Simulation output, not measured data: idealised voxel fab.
Process module in this document: voxel double patterning
The figure presents cross-section cut, which has a width of 240 nm and is divided into square cells with an edge length of 5 nm.
Format of a cross-section: grid, square cells. Given as bands. Order: top down. Band: one or more rows of cells. Band: top and bottom heights (nm) first, top before bottom; then materials from left to right, widths in nm. "throughout" marks a sole material filling the band edge to edge. "blank" denotes empty space. For the purposes of this specification, 0 denotes the height below which the wafer in its as-received condition is composed wholly of one material, and the lowermost band, lacking a lower limit, extends downward without end, as expressed in "0..down". Quick explanation for "30 to 40": the width changes in equal steps down the rows of cells, from the first number in the band's top row to the second number in its bottom row. The cross-section has no changed cell in any step marked "remains unaltered". If an empty space has no open way to the top and is at least 8 cells in size, "Entrapped void list" lists it, written width x height at distance, where distance is measured from the left edge and every value is in nm. Formally, on a step line, whatever follows the settings is a remark that the simulator itself makes on the step. If you see "overlay nm" on a step's line and that step has a mask, it's telling you how far right of where it was planned the mask ended up; a negative number means it went left instead.

### Set out below are the planned steps of the process
1) RECEIVE with material Si
2) CONFORMAL_DEP with material SiO2, thk nm 10
3) DIRECTIONAL_DEP with material W, thk nm 15
4) DIRECTIONAL_DEP with material SiCN, thk nm 5
5) PATTERN with tone open, mask id FIRST, material resist, width nm 15, pitch nm 50, thk nm 15, overlay nm 0
6) DIRECTIONAL_ETCH with etch materials SiCN, depth nm 5
7) STRIP with etch materials resist
8) MASKED_ETCH with tone open, mask id SECOND, width nm 15, pitch nm 50, etch materials SiCN, depth nm 5, overlay nm 0
9) DIRECTIONAL_ETCH with etch materials W, depth nm 15
10) STRIP with etch materials SiCN

### Step 1 complete: cross-section of the wafer as received
- 0..down = Si throughout
- Entrapped void list: none

### Post-module cross-section of the first of two wafers (run per plan)
- 25..10 = W: 60, blank: 15, W: 10, blank: 15, W: 10, blank: 15, W: 10, blank: 15, W: 10, blank: 15, W: 65
- 10..0 = SiO2 throughout
- 0..down = Si throughout
- Entrapped void list: none

### Wafer two, end of module, cross-section. Same start, same plan as wafer one. One mistake in the run
- 25..10 = blank: 85, W: 15, blank: 35, W: 15, blank: 90
- 10..0 = SiO2 throughout
- 0..down = Si throughout
- Entrapped void list: none
The mistake made against the process plan was this: note that step 8 departed from the planned setting and was carried out as MASKED_ETCH with tone cover, mask id SECOND, width nm 15, pitch nm 50, etch materials SiCN, depth nm 5, overlay nm 0
The final cell counts differ between the wafers, with the second having more or fewer of some materials than the first: -81 W
